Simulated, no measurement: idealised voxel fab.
The following process module bears the name voxel wiring stack.
For reference, the cross-section in this document is cut, with width 145 nm and square cells of 5 nm.
Cross-sections here: square-cell grids, written as top-down lists of bands, a band being one or more rows of cells. This entry defines a band. It first specifies the height of the band's top and the height of its bottom in nm, and then specifies the band's materials from left to right, stating each material with its width in nm. The word "edge to edge" identifies a single material that fills the band from edge to edge, while the word "empty" identifies empty space. Zero point of the height axis is 0; under it, received wafer = one material. Lowest band: continues down indefinitely, "0 nm and below". A width given as "30 to 40" starts at the first number in the band's top row and ends at the second number in its bottom row, shifting by an equal amount at every step from row to row. Where a step carries "no change", the cross-section came out of it unchanged, cell for cell. Entry "Trapped void list". Content: empty spaces with no open connection to the top, size 8 cells or greater. Each: width x height at distance. Distance: from left edge. Unit: nm. What comes after the settings on a step's line is commentary from the simulator itself on that step. overlay nm: mask right of planned place by this much (step with mask). Neg. = left. The remainder of this document consists of a sequence of paired cross-sections. Each pair presents the cross-section prior to one process step together with the cross-section following it, the latter being rendered only as deep as the lowest band that underwent change. The intervening step, together with its settings, is stated beneath each pair. Because the pairs may originate from different runs of this module on the same starting wafer, a given pair is to be read as continuing from the preceding pair only where its entry headed "Before this step" so indicates.

BEFORE THIS STEP
    140 nm to 125 nm: W edge to edge
    125 nm to 120 nm: TiN edge to edge
    120 nm to 110 nm: 25 of lowk, 15 of Ru, 105 of lowk
    110 nm to 105 nm: 25 of SiCN, 15 of Ru, 105 of SiCN
    105 nm to 95 nm: 25 of lowk, 5 of TiN, 20 of Cu, 5 of TiN, 30 of lowk, 5 of TiN, 20 of Cu, 5 of TiN, 30 of lowk
    95 nm to 90 nm: 25 of lowk, 5 of TiN, 5 of Cu, 20 of TiN, 30 of lowk, 30 of TiN, 30 of lowk
    90 nm to 75 nm: 25 of lowk, 5 of TiN, 5 of Cu, 5 of TiN, 105 of lowk
    75 nm to 70 nm: 25 of SiCN, 15 of TiN, 105 of SiCN
    70 nm to 55 nm: 25 of lowk, 5 of TiN, 20 of Cu, 5 of TiN, 30 of lowk, 5 of TiN, 20 of Cu, 5 of TiN, 30 of lowk
    55 nm to 50 nm: 25 of SiN, 30 of TiN, 30 of SiN, 30 of TiN, 30 of SiN
    50 nm to 45 nm: Cu edge to edge
    45 nm to 40 nm: 30 of TiN, 5 of Cu, 110 of TiN
    40 nm to 35 nm: 25 of SiCN, 15 of TiN, 105 of SiCN
    35 nm to 20 nm: 25 of SiO2, 30 of W, 30 of SiO2, 30 of W, 30 of SiO2
    20 nm to 15 nm: 25 of SiO2, 30 of TiN, 30 of SiO2, 30 of TiN, 30 of SiO2
    15 nm to 0 nm: SiO2 edge to edge
    0 nm and below: Si edge to edge
    Trapped void list: none

SECTION AFTER PROCESSING
    160 nm to 140 nm: 25 of empty, 30 of resist, 30 of empty, 30 of resist, 30 of empty
    All layers under 140 are left as they were.
    Trapped void list: none
Between before and after as drawn above: PATTERN, tone cover, mask id METAL_4, material resist, width nm 30, pitch nm 60, thk nm 20, overlay nm 0

Before this step: same picture as after in the pair right above, so we don't repeat it.

SECTION AFTER PROCESSING
    160 nm to 140 nm: 25 of empty, 30 of resist, 30 of empty, 30 of resist, 30 of empty
    140 nm to 125 nm: 25 of empty, 30 of W, 30 of empty, 30 of W, 30 of empty
    All layers under 125 are left as they were.
    Trapped void list: none
Between before and after as drawn above: DIRECTIONAL_ETCH, etch materials W, depth nm 15

Before this step: same picture as after in the pair right above, so we don't repeat it.

SECTION AFTER PROCESSING
    160 nm to 140 nm: 25 of empty, 30 of resist, 30 of empty, 30 of resist, 30 of empty
    140 nm to 125 nm: 25 of empty, 30 of W, 30 of empty, 30 of W, 30 of empty
    125 nm to 120 nm: 25 of empty, 30 of TiN, 30 of empty, 30 of TiN, 30 of empty
    All layers under 120 are left as they were.
    Trapped void list: none
Between before and after as drawn above: DIRECTIONAL_ETCH, etch materials TiN, depth nm 5

Before this step: same picture as after in the pair right above, so we don't repeat it.

SECTION AFTER PROCESSING
    140 nm to 125 nm: 25 of empty, 30 of W, 30 of empty, 30 of W, 30 of empty
    All layers under 125 are left as they were.
    Trapped void list: none
Between before and after as drawn above: STRIP, etch materials resist

Before this step: same picture as after in the pair right above, so we don't repeat it.

SECTION AFTER PROCESSING
    145 nm to 140 nm: SiO2 edge to edge
    140 nm to 125 nm: 25 of SiO2, 30 of W, 30 of SiO2, 30 of W, 30 of SiO2
    125 nm to 120 nm: 25 of SiO2, 30 of TiN, 30 of SiO2, 30 of TiN, 30 of SiO2
    All layers under 120 are left as they were.
    Trapped void list: none
Between before and after as drawn above: FILL_DEP, material SiO2, thk nm 5

Before this step: same picture as after in the pair right above, so we don't repeat it.

SECTION AFTER PROCESSING
    140 nm to 125 nm: 25 of SiO2, 30 of W, 30 of SiO2, 30 of W, 30 of SiO2
    All layers under 125 are left as they were.
    Trapped void list: none
Between before and after as drawn above: CMP, height nm 140

Before this step: same picture as after in the pair right above, so we don't repeat it.

SECTION AFTER PROCESSING
    145 nm to 140 nm: SiCN edge to edge
    All layers under 140 are left as they were.
    Trapped void list: none
Between before and after as drawn above: CONFORMAL_DEP, material SiCN, thk nm 5

BEFORE THIS STEP
    15 nm to 0 nm: SiO2 edge to edge
    0 nm and below: Si edge to edge
    Trapped void list: none

SECTION AFTER PROCESSING
    30 nm to 0 nm: SiO2 edge to edge
    All layers under 0 are left as they were.
    Trapped void list: none
Between before and after as drawn above: CONFORMAL_DEP, material SiO2, thk nm 15

Before this step: same picture as after in the pair right above, so we don't repeat it.

SECTION AFTER PROCESSING
    35 nm to 30 nm: TiN edge to edge
    All layers under 30 are left as they were.
    Trapped void list: none
Between before and after as drawn above: DIRECTIONAL_DEP, material TiN, thk nm 5

Before this step: same picture as after in the pair right above, so we don't repeat it.

SECTION AFTER PROCESSING
    50 nm to 35 nm: W edge to edge
    All layers under 35 are left as they were.
    Trapped void list: none
Between before and after as drawn above: DIRECTIONAL_DEP, material W, thk nm 15

Before this step: same picture as after in the pair right above, so we don't repeat it.

SECTION AFTER PROCESSING
    50 nm to 35 nm: 25 of empty, 30 of W, 30 of empty, 30 of W, 30 of empty
    All layers under 35 are left as they were.
    Trapped void list: none
Between before and after as drawn above: MASKED_ETCH, tone cover, mask id METAL_1, width nm 30, pitch nm 60, etch materials W, depth nm 15, overlay nm 0

Before this step: same picture as after in the pair right above, so we don't repeat it.

SECTION AFTER PROCESSING
    50 nm to 35 nm: 25 of empty, 30 of W, 30 of empty, 30 of W, 30 of empty
    35 nm to 30 nm: 25 of empty, 30 of TiN, 30 of empty, 30 of TiN, 30 of empty
    All layers under 30 are left as they were.
    Trapped void list: none
Between before and after as drawn above: MASKED_ETCH, tone cover, mask id METAL_1, width nm 30, pitch nm 60, etch materials TiN, depth nm 5, overlay nm 0

Before this step: same picture as after in the pair right above, so we don't repeat it.

SECTION AFTER PROCESSING
    55 nm to 50 nm: SiO2 edge to edge
    50 nm to 35 nm: 25 of SiO2, 30 of W, 30 of SiO2, 30 of W, 30 of SiO2
    35 nm to 30 nm: 25 of SiO2, 30 of TiN, 30 of SiO2, 30 of TiN, 30 of SiO2
    All layers under 30 are left as they were.
    Trapped void list: none
Between before and after as drawn above: FILL_DEP, material SiO2, thk nm 5

Before this step: same picture as after in the pair right above, so we don't repeat it.

SECTION AFTER PROCESSING
    35 nm to 30 nm: 25 of SiO2, 30 of TiN, 30 of SiO2, 30 of TiN, 30 of SiO2
    All layers under 30 are left as they were.
    Trapped void list: none
Between before and after as drawn above: CMP, height nm 35

Before this step: same picture as after in the pair right above, so we don't repeat it.

SECTION AFTER PROCESSING
    40 nm to 35 nm: SiCN edge to edge
    All layers under 35 are left as they were.
    Trapped void list: none
Between before and after as drawn above: CONFORMAL_DEP, material SiCN, thk nm 5

Before this step: same picture as after in the pair right above, so we don't repeat it.

SECTION AFTER PROCESSING
    50 nm to 40 nm: SiO2 edge to edge
    All layers under 40 are left as they were.
    Trapped void list: none
Between before and after as drawn above: DIRECTIONAL_DEP, material SiO2, thk nm 10

Before this step: same picture as after in the pair right above, so we don't repeat it.

SECTION AFTER PROCESSING
    50 nm to 40 nm: 25 of SiO2, 15 of empty, 105 of SiO2
    All layers under 40 are left as they were.
    Trapped void list: none
Between before and after as drawn above: MASKED_ETCH, tone open, mask id PLUG_1, width nm 15, etch materials SiO2, depth nm 10, overlay nm 0

Before this step: same picture as after in the pair right above, so we don't repeat it.

SECTION AFTER PROCESSING
    50 nm to 40 nm: 25 of SiO2, 15 of empty, 105 of SiO2
    40 nm to 35 nm: 25 of SiCN, 15 of empty, 105 of SiCN
    All layers under 35 are left as they were.
    Trapped void list: none
Between before and after as drawn above: MASKED_ETCH, tone open, mask id PLUG_1, width nm 15, etch materials SiCN, depth nm 5, overlay nm 0

Before this step: same picture as after in the pair right above, so we don't repeat it.

SECTION AFTER PROCESSING
    55 nm to 50 nm: 30 of TiN, 5 of empty, 110 of TiN
    50 nm to 40 nm: 25 of SiO2, 5 of TiN, 5 of empty, 5 of TiN, 105 of SiO2
    40 nm to 35 nm: 25 of SiCN, 15 of TiN, 105 of SiCN
    All layers under 35 are left as they were.
    Trapped void list: none
Between before and after as drawn above: CONFORMAL_DEP, material TiN, thk nm 5

Before this step: same picture as after in the pair right above, so we don't repeat it.

SECTION AFTER PROCESSING
    60 nm to 55 nm: Cu edge to edge
    55 nm to 50 nm: 30 of TiN, 5 of Cu, 110 of TiN
    50 nm to 40 nm: 25 of SiO2, 5 of TiN, 5 of Cu, 5 of TiN, 105 of SiO2
    All layers under 40 are left as they were.
    Trapped void list: none
Between before and after as drawn above: FILL_DEP, material Cu, thk nm 5

Before this step: same picture as after in the pair right above, so we don't repeat it.

SECTION AFTER PROCESSING
    50 nm to 40 nm: 25 of SiO2, 5 of TiN, 5 of Cu, 5 of TiN, 105 of SiO2
    All layers under 40 are left as they were.
    Trapped void list: none
Between before and after as drawn above: CMP, height nm 50

Before this step: same picture as after in the pair right above, so we don't repeat it.

SECTION AFTER PROCESSING
    55 nm to 50 nm: SiN edge to edge
    All layers under 50 are left as they were.
    Trapped void list: none
Between before and after as drawn above: CONFORMAL_DEP, material SiN, thk nm 5

Before this step: same picture as after in the pair right above, so we don't repeat it.

SECTION AFTER PROCESSING
    70 nm to 55 nm: lowk edge to edge
    All layers under 55 are left as they were.
    Trapped void list: none
Between before and after as drawn above: DIRECTIONAL_DEP, material lowk, thk nm 15

Before this step: same picture as after in the pair right above, so we don't repeat it.

SECTION AFTER PROCESSING
    70 nm to 55 nm: 25 of lowk, 30 of empty, 30 of lowk, 30 of empty, 30 of lowk
    All layers under 55 are left as they were.
    Trapped void list: none
Between before and after as drawn above: MASKED_ETCH, tone open, mask id METAL_2, width nm 30, pitch nm 60, etch materials lowk, depth nm 15, overlay nm 0

Before this step: same picture as after in the pair right above, so we don't repeat it.

SECTION AFTER PROCESSING
    70 nm to 55 nm: 25 of lowk, 30 of empty, 30 of lowk, 30 of empty, 30 of lowk
    55 nm to 50 nm: 25 of SiN, 30 of empty, 30 of SiN, 30 of empty, 30 of SiN
    All layers under 50 are left as they were.
    Trapped void list: none
Between before and after as drawn above: MASKED_ETCH, tone open, mask id METAL_2, width nm 30, pitch nm 60, etch materials SiN, depth nm 5, overlay nm 0

Before this step: same picture as after in the pair right above, so we don't repeat it.

SECTION AFTER PROCESSING
    75 nm to 70 nm: 30 of TiN, 20 of empty, 40 of TiN, 20 of empty, 35 of TiN
    70 nm to 55 nm: 25 of lowk, 5 of TiN, 20 of empty, 5 of TiN, 30 of lowk, 5 of TiN, 20 of empty, 5 of TiN, 30 of lowk
    55 nm to 50 nm: 25 of SiN, 30 of TiN, 30 of SiN, 30 of TiN, 30 of SiN
    All layers under 50 are left as they were.
    Trapped void list: none
Between before and after as drawn above: CONFORMAL_DEP, material TiN, thk nm 5

Before this step: same picture as after in the pair right above, so we don't repeat it.

SECTION AFTER PROCESSING
    85 nm to 75 nm: Cu edge to edge
    75 nm to 70 nm: 30 of TiN, 20 of Cu, 40 of TiN, 20 of Cu, 35 of TiN
    70 nm to 55 nm: 25 of lowk, 5 of TiN, 20 of Cu, 5 of TiN, 30 of lowk, 5 of TiN, 20 of Cu, 5 of TiN, 30 of lowk
    All layers under 55 are left as they were.
    Trapped void list: none
Between before and after as drawn above: FILL_DEP, material Cu, thk nm 10

Before this step: same picture as after in the pair right above, so we don't repeat it.

SECTION AFTER PROCESSING
    70 nm to 55 nm: 25 of lowk, 5 of TiN, 20 of Cu, 5 of TiN, 30 of lowk, 5 of TiN, 20 of Cu, 5 of TiN, 30 of lowk
    All layers under 55 are left as they were.
    Trapped void list: none
Between before and after as drawn above: CMP, height nm 70

Before this step: same picture as after in the pair right above, so we don't repeat it.

SECTION AFTER PROCESSING
    75 nm to 70 nm: SiCN edge to edge
    All layers under 70 are left as they were.
    Trapped void list: none
Between before and after as drawn above: CONFORMAL_DEP, material SiCN, thk nm 5

Before this step: same picture as after in the pair right above, so we don't repeat it.

SECTION AFTER PROCESSING
    105 nm to 75 nm: lowk edge to edge
    All layers under 75 are left as they were.
    Trapped void list: none
Between before and after as drawn above: DIRECTIONAL_DEP, material lowk, thk nm 30

Before this step: same picture as after in the pair right above, so we don't repeat it.

SECTION AFTER PROCESSING
    105 nm to 90 nm: 25 of lowk, 30 of empty, 30 of lowk, 30 of empty, 30 of lowk
    All layers under 90 are left as they were.
    Trapped void list: none
Between before and after as drawn above: MASKED_ETCH, tone open, mask id METAL_3, width nm 30, pitch nm 60, etch materials lowk, depth nm 15, overlay nm 0

Before this step: same picture as after in the pair right above, so we don't repeat it.

SECTION AFTER PROCESSING
    105 nm to 90 nm: 25 of lowk, 30 of empty, 30 of lowk, 30 of empty, 30 of lowk
    90 nm to 75 nm: 25 of lowk, 15 of empty, 105 of lowk
    All layers under 75 are left as they were.
    Trapped void list: none
Between before and after as drawn above: MASKED_ETCH, tone open, mask id METAL_3_HOLES, width nm 15, etch materials lowk, depth nm 15, overlay nm 0

Before this step: same picture as after in the pair right above, so we don't repeat it.

SECTION AFTER PROCESSING
    105 nm to 90 nm: 25 of lowk, 30 of empty, 30 of lowk, 30 of empty, 30 of lowk
    90 nm to 75 nm: 25 of lowk, 15 of empty, 105 of lowk
    75 nm to 70 nm: 25 of SiCN, 15 of empty, 105 of SiCN
    All layers under 70 are left as they were.
    Trapped void list: none
Between before and after as drawn above: MASKED_ETCH, tone open, mask id METAL_3_HOLES, width nm 15, etch materials SiCN, depth nm 5, overlay nm 0

Before this step: same picture as after in the pair right above, so we don't repeat it.

SECTION AFTER PROCESSING
    110 nm to 105 nm: 30 of TiN, 20 of empty, 40 of TiN, 20 of empty, 35 of TiN
    105 nm to 95 nm: 25 of lowk, 5 of TiN, 20 of empty, 5 of TiN, 30 of lowk, 5 of TiN, 20 of empty, 5 of TiN, 30 of lowk
    95 nm to 90 nm: 25 of lowk, 5 of TiN, 5 of empty, 20 of TiN, 30 of lowk, 30 of TiN, 30 of lowk
    90 nm to 75 nm: 25 of lowk, 5 of TiN, 5 of empty, 5 of TiN, 105 of lowk
    75 nm to 70 nm: 25 of SiCN, 15 of TiN, 105 of SiCN
    All layers under 70 are left as they were.
    Trapped void list: none
Between before and after as drawn above: CONFORMAL_DEP, material TiN, thk nm 5

Before this step: same picture as after in the pair right above, so we don't repeat it.

SECTION AFTER PROCESSING
    120 nm to 110 nm: Cu edge to edge
    110 nm to 105 nm: 30 of TiN, 20 of Cu, 40 of TiN, 20 of Cu, 35 of TiN
    105 nm to 95 nm: 25 of lowk, 5 of TiN, 20 of Cu, 5 of TiN, 30 of lowk, 5 of TiN, 20 of Cu, 5 of TiN, 30 of lowk
    95 nm to 90 nm: 25 of lowk, 5 of TiN, 5 of Cu, 20 of TiN, 30 of lowk, 30 of TiN, 30 of lowk
    90 nm to 75 nm: 25 of lowk, 5 of TiN, 5 of Cu, 5 of TiN, 105 of lowk
    All layers under 75 are left as they were.
    Trapped void list: none
Between before and after as drawn above: FILL_DEP, material Cu, thk nm 10

Before this step: same picture as after in the pair right above, so we don't repeat it.

SECTION AFTER PROCESSING
    105 nm to 95 nm: 25 of lowk, 5 of TiN, 20 of Cu, 5 of TiN, 30 of lowk, 5 of TiN, 20 of Cu, 5 of TiN, 30 of lowk
    All layers under 95 are left as they were.
    Trapped void list: none
Between before and after as drawn above: CMP, height nm 105

Before this step: same picture as after in the pair right above, so we don't repeat it.

SECTION AFTER PROCESSING
    110 nm to 105 nm: SiCN edge to edge
    All layers under 105 are left as they were.
    Trapped void list: none
Between before and after as drawn above: CONFORMAL_DEP, material SiCN, thk nm 5

Before this step: same picture as after in the pair right above, so we don't repeat it.

SECTION AFTER PROCESSING
    120 nm to 110 nm: lowk edge to edge
    All layers under 110 are left as they were.
    Trapped void list: none
Between before and after as drawn above: DIRECTIONAL_DEP, material lowk, thk nm 10

Before this step: same picture as after in the pair right above, so we don't repeat it.

SECTION AFTER PROCESSING
    135 nm to 120 nm: aC edge to edge
    All layers under 120 are left as they were.
    Trapped void list: none
Between before and after as drawn above: DIRECTIONAL_DEP, material aC, thk nm 15

Before this step: same picture as after in the pair right above, so we don't repeat it.

SECTION AFTER PROCESSING
    165 nm to 135 nm: 25 of resist, 15 of empty, 105 of resist
    All layers under 135 are left as they were.
    Trapped void list: none
Between before and after as drawn above: PATTERN, tone open, mask id PLUG_3, material resist, width nm 15, thk nm 30, overlay nm 0

Before this step: same picture as after in the pair right above, so we don't repeat it.

SECTION AFTER PROCESSING
    150 nm to 135 nm: 25 of resist, 15 of empty, 105 of resist
    135 nm to 120 nm: 25 of aC, 15 of empty, 105 of aC
    All layers under 120 are left as they were.
    Trapped void list: none
Between before and after as drawn above: DIRECTIONAL_ETCH, etch materials aC, depth nm 15

Before this step: same picture as after in the pair right above, so we don't repeat it.

SECTION AFTER PROCESSING
    135 nm to 120 nm: 25 of aC, 15 of empty, 105 of aC
    All layers under 120 are left as they were.
    Trapped void list: none
Between before and after as drawn above: STRIP, etch materials resist

Before this step: same picture as after in the pair right above, so we don't repeat it.

SECTION AFTER PROCESSING
    135 nm to 120 nm: 25 of aC, 15 of empty, 105 of aC
    120 nm to 110 nm: 25 of lowk, 15 of empty, 105 of lowk
    All layers under 110 are left as they were.
    Trapped void list: none
Between before and after as drawn above: DIRECTIONAL_ETCH, etch materials lowk, depth nm 10

Before this step: same picture as after in the pair right above, so we don't repeat it.

SECTION AFTER PROCESSING
    135 nm to 120 nm: 25 of aC, 15 of empty, 105 of aC
    120 nm to 110 nm: 25 of lowk, 15 of empty, 105 of lowk
    110 nm to 105 nm: 25 of SiCN, 15 of empty, 105 of SiCN
    All layers under 105 are left as they were.
    Trapped void list: none
Between before and after as drawn above: DIRECTIONAL_ETCH, etch materials SiCN, depth nm 5

Before this step: same picture as after in the pair right above, so we don't repeat it.

SECTION AFTER PROCESSING
    120 nm to 110 nm: 25 of lowk, 15 of empty, 105 of lowk
    All layers under 110 are left as they were.
    Trapped void list: none
Between before and after as drawn above: STRIP, etch materials aC

Before this step: same picture as after in the pair right above, so we don't repeat it.

SECTION AFTER PROCESSING
    120 nm to 115 nm: 25 of lowk, 15 of empty, 105 of lowk
    115 nm to 110 nm: 25 of lowk, 15 of Ru, 105 of lowk
    110 nm to 105 nm: 25 of SiCN, 15 of Ru, 105 of SiCN
    All layers under 105 are left as they were.
    Trapped void list: none
Between before and after as drawn above: EPI, material Ru, thk nm 10

Before this step: same picture as after in the pair right above, so we don't repeat it.

SECTION AFTER PROCESSING
    120 nm to 110 nm: 25 of lowk, 15 of Ru, 105 of lowk
    All layers under 110 are left as they were.
    Trapped void list: none
Between before and after as drawn above: EPI, material Ru, thk nm 5

Before this step: same picture as after in the pair right above, so we don't repeat it.

SECTION AFTER PROCESSING
    125 nm to 120 nm: TiN edge to edge
    All layers under 120 are left as they were.
    Trapped void list: none
Between before and after as drawn above: DIRECTIONAL_DEP, material TiN, thk nm 5

Before this step: same picture as after in the pair right above, so we don't repeat it.

SECTION AFTER PROCESSING
    140 nm to 125 nm: W edge to edge
    All layers under 125 are left as they were.
    Trapped void list: none
Between before and after as drawn above: DIRECTIONAL_DEP, material W, thk nm 15

Before this step: same picture as after in the pair right above, so we don't repeat it.

SECTION AFTER PROCESSING
    160 nm to 140 nm: 25 of empty, 30 of resist, 30 of empty, 30 of resist, 30 of empty
    All layers under 140 are left as they were.
    Trapped void list: none
Between before and after as drawn above: PATTERN, tone cover, mask id METAL_4, material resist, width nm 30, pitch nm 60, thk nm 20, overlay nm 0

Before this step: same picture as after in the pair right above, so we don't repeat it.

SECTION AFTER PROCESSING
    160 nm to 140 nm: 25 of empty, 30 of resist, 30 of empty, 30 of resist, 30 of empty
    140 nm to 125 nm: 25 of empty, 30 of W, 30 of empty, 30 of W, 30 of empty
    All layers under 125 are left as they were.
    Trapped void list: none
Between before and after as drawn above: DIRECTIONAL_ETCH, etch materials W, depth nm 15

Before this step: same picture as after in the pair right above, so we don't repeat it.

SECTION AFTER PROCESSING
    160 nm to 140 nm: 25 of empty, 30 of resist, 30 of empty, 30 of resist, 30 of empty
    140 nm to 125 nm: 25 of empty, 30 of W, 30 of empty, 30 of W, 30 of empty
    125 nm to 120 nm: 25 of empty, 30 of TiN, 30 of empty, 30 of TiN, 30 of empty
    All layers under 120 are left as they were.
    Trapped void list: none
Between before and after as drawn above: DIRECTIONAL_ETCH, etch materials TiN, depth nm 5

Before this step: same picture as after in the pair right above, so we don't repeat it.

SECTION AFTER PROCESSING
    140 nm to 125 nm: 25 of empty, 30 of W, 30 of empty, 30 of W, 30 of empty
    All layers under 125 are left as they were.
    Trapped void list: none
Between before and after as drawn above: STRIP, etch materials resist

Before this step: same picture as after in the pair right above, so we don't repeat it.

SECTION AFTER PROCESSING
    145 nm to 140 nm: SiO2 edge to edge
    140 nm to 125 nm: 25 of SiO2, 30 of W, 30 of SiO2, 30 of W, 30 of SiO2
    125 nm to 120 nm: 25 of SiO2, 30 of TiN, 30 of SiO2, 30 of TiN, 30 of SiO2
    All layers under 120 are left as they were.
    Trapped void list: none
Between before and after as drawn above: FILL_DEP, material SiO2, thk nm 5

Before this step: same picture as after in the pair right above, so we don't repeat it.

SECTION AFTER PROCESSING
    140 nm to 125 nm: 25 of SiO2, 30 of W, 30 of SiO2, 30 of W, 30 of SiO2
    All layers under 125 are left as they were.
    Trapped void list: none
Between before and after as drawn above: CMP, height nm 140

Before this step: same picture as after in the pair right above, so we don't repeat it.

SECTION AFTER PROCESSING
    145 nm to 140 nm: SiCN edge to edge
    All layers under 140 are left as they were.
    Trapped void list: none
Between before and after as drawn above: CONFORMAL_DEP, material SiCN, thk nm 5

BEFORE THIS STEP
    50 nm to 40 nm: 25 of SiO2, 5 of TiN, 5 of Cu, 5 of TiN, 105 of SiO2
    40 nm to 35 nm: 25 of SiCN, 15 of TiN, 105 of SiCN
    35 nm to 20 nm: 25 of SiO2, 30 of W, 30 of SiO2, 30 of W, 30 of SiO2
    20 nm to 15 nm: 25 of SiO2, 30 of TiN, 30 of SiO2, 30 of TiN, 30 of SiO2
    15 nm to 0 nm: SiO2 edge to edge
    0 nm and below: Si edge to edge
    Trapped void list: none

SECTION AFTER PROCESSING
    65 nm to 50 nm: lowk edge to edge
    All layers under 50 are left as they were.
    Trapped void list: none
Between before and after as drawn above: DIRECTIONAL_DEP, material lowk, thk nm 15

Before this step: same picture as after in the pair right above, so we don't repeat it.

SECTION AFTER PROCESSING
    70 nm to 65 nm: SiN edge to edge
    All layers under 65 are left as they were.
    Trapped void list: none
Between before and after as drawn above: CONFORMAL_DEP, material SiN, thk nm 5

Before this step: same picture as after in the pair right above, so we don't repeat it.

SECTION AFTER PROCESSING
    70 nm to 65 nm: 25 of SiN, 30 of empty, 30 of SiN, 30 of empty, 30 of SiN
    All layers under 65 are left as they were.
    Trapped void list: none
Between before and after as drawn above: MASKED_ETCH, tone open, mask id METAL_2, width nm 30, pitch nm 60, etch materials SiN, depth nm 5, overlay nm 0

Before this step: same picture as after in the pair right above, so we don't repeat it.

SECTION AFTER PROCESSING
    75 nm to 70 nm: 30 of TiN, 20 of empty, 40 of TiN, 20 of empty, 35 of TiN
    70 nm to 65 nm: 25 of SiN, 30 of TiN, 30 of SiN, 30 of TiN, 30 of SiN
    All layers under 65 are left as they were.
    Trapped void list: none
Between before and after as drawn above: CONFORMAL_DEP, material TiN, thk nm 5

Before this step: same picture as after in the pair right above, so we don't repeat it.

SECTION AFTER PROCESSING
    85 nm to 75 nm: Cu edge to edge
    75 nm to 70 nm: 30 of TiN, 20 of Cu, 40 of TiN, 20 of Cu, 35 of TiN
    All layers under 70 are left as they were.
    Trapped void list: none
Between before and after as drawn above: FILL_DEP, material Cu, thk nm 10

Before this step: same picture as after in the pair right above, so we don't repeat it.

SECTION AFTER PROCESSING
    70 nm to 65 nm: 25 of SiN, 30 of TiN, 30 of SiN, 30 of TiN, 30 of SiN
    All layers under 65 are left as they were.
    Trapped void list: none
Between before and after as drawn above: CMP, height nm 70

Before this step: same picture as after in the pair right above, so we don't repeat it.

SECTION AFTER PROCESSING
    75 nm to 70 nm: SiCN edge to edge
    All layers under 70 are left as they were.
    Trapped void list: none
Between before and after as drawn above: CONFORMAL_DEP, material SiCN, thk nm 5

Before this step: same picture as after in the pair right above, so we don't repeat it.

SECTION AFTER PROCESSING
    105 nm to 75 nm: lowk edge to edge
    All layers under 75 are left as they were.
    Trapped void list: none
Between before and after as drawn above: DIRECTIONAL_DEP, material lowk, thk nm 30

Before this step: same picture as after in the pair right above, so we don't repeat it.

SECTION AFTER PROCESSING
    105 nm to 90 nm: 25 of lowk, 30 of empty, 30 of lowk, 30 of empty, 30 of lowk
    All layers under 90 are left as they were.
    Trapped void list: none
Between before and after as drawn above: MASKED_ETCH, tone open, mask id METAL_3, width nm 30, pitch nm 60, etch materials lowk, depth nm 15, overlay nm 0

Before this step: same picture as after in the pair right above, so we don't repeat it.

SECTION AFTER PROCESSING
    105 nm to 90 nm: 25 of lowk, 30 of empty, 30 of lowk, 30 of empty, 30 of lowk
    90 nm to 75 nm: 25 of lowk, 15 of empty, 105 of lowk
    All layers under 75 are left as they were.
    Trapped void list: none
Between before and after as drawn above: MASKED_ETCH, tone open, mask id METAL_3_HOLES, width nm 15, etch materials lowk, depth nm 15, overlay nm 0

Before this step: same picture as after in the pair right above, so we don't repeat it.

SECTION AFTER PROCESSING
    105 nm to 90 nm: 25 of lowk, 30 of empty, 30 of lowk, 30 of empty, 30 of lowk
    90 nm to 75 nm: 25 of lowk, 15 of empty, 105 of lowk
    75 nm to 70 nm: 25 of SiCN, 15 of empty, 105 of SiCN
    All layers under 70 are left as they were.
    Trapped void list: none
Between before and after as drawn above: MASKED_ETCH, tone open, mask id METAL_3_HOLES, width nm 15, etch materials SiCN, depth nm 5, overlay nm 0

Before this step: same picture as after in the pair right above, so we don't repeat it.

SECTION AFTER PROCESSING
    110 nm to 105 nm: 30 of TiN, 20 of empty, 40 of TiN, 20 of empty, 35 of TiN
    105 nm to 95 nm: 25 of lowk, 5 of TiN, 20 of empty, 5 of TiN, 30 of lowk, 5 of TiN, 20 of empty, 5 of TiN, 30 of lowk
    95 nm to 90 nm: 25 of lowk, 5 of TiN, 5 of empty, 20 of TiN, 30 of lowk, 30 of TiN, 30 of lowk
    90 nm to 75 nm: 25 of lowk, 5 of TiN, 5 of empty, 5 of TiN, 105 of lowk
    75 nm to 70 nm: 25 of SiCN, 15 of TiN, 105 of SiCN
    All layers under 70 are left as they were.
    Trapped void list: none
Between before and after as drawn above: CONFORMAL_DEP, material TiN, thk nm 5

Before this step: same picture as after in the pair right above, so we don't repeat it.

SECTION AFTER PROCESSING
    120 nm to 110 nm: Cu edge to edge
    110 nm to 105 nm: 30 of TiN, 20 of Cu, 40 of TiN, 20 of Cu, 35 of TiN
    105 nm to 95 nm: 25 of lowk, 5 of TiN, 20 of Cu, 5 of TiN, 30 of lowk, 5 of TiN, 20 of Cu, 5 of TiN, 30 of lowk
    95 nm to 90 nm: 25 of lowk, 5 of TiN, 5 of Cu, 20 of TiN, 30 of lowk, 30 of TiN, 30 of lowk
    90 nm to 75 nm: 25 of lowk, 5 of TiN, 5 of Cu, 5 of TiN, 105 of lowk
    All layers under 75 are left as they were.
    Trapped void list: none
Between before and after as drawn above: FILL_DEP, material Cu, thk nm 10

Before this step: same picture as after in the pair right above, so we don't repeat it.

SECTION AFTER PROCESSING
    105 nm to 95 nm: 25 of lowk, 5 of TiN, 20 of Cu, 5 of TiN, 30 of lowk, 5 of TiN, 20 of Cu, 5 of TiN, 30 of lowk
    All layers under 95 are left as they were.
    Trapped void list: none
Between before and after as drawn above: CMP, height nm 105

Before this step: same picture as after in the pair right above, so we don't repeat it.

SECTION AFTER PROCESSING
    110 nm to 105 nm: SiCN edge to edge
    All layers under 105 are left as they were.
    Trapped void list: none
Between before and after as drawn above: CONFORMAL_DEP, material SiCN, thk nm 5

Before this step: same picture as after in the pair right above, so we don't repeat it.

SECTION AFTER PROCESSING
    120 nm to 110 nm: lowk edge to edge
    All layers under 110 are left as they were.
    Trapped void list: none
Between before and after as drawn above: DIRECTIONAL_DEP, material lowk, thk nm 10

Before this step: same picture as after in the pair right above, so we don't repeat it.

SECTION AFTER PROCESSING
    135 nm to 120 nm: aC edge to edge
    All layers under 120 are left as they were.
    Trapped void list: none
Between before and after as drawn above: DIRECTIONAL_DEP, material aC, thk nm 15

Before this step: same picture as after in the pair right above, so we don't repeat it.

SECTION AFTER PROCESSING
    165 nm to 135 nm: 25 of resist, 15 of empty, 105 of resist
    All layers under 135 are left as they were.
    Trapped void list: none
Between before and after as drawn above: PATTERN, tone open, mask id PLUG_3, material resist, width nm 15, thk nm 30, overlay nm 0

Before this step: same picture as after in the pair right above, so we don't repeat it.

SECTION AFTER PROCESSING
    150 nm to 135 nm: 25 of resist, 15 of empty, 105 of resist
    135 nm to 120 nm: 25 of aC, 15 of empty, 105 of aC
    All layers under 120 are left as they were.
    Trapped void list: none
Between before and after as drawn above: DIRECTIONAL_ETCH, etch materials aC, depth nm 15
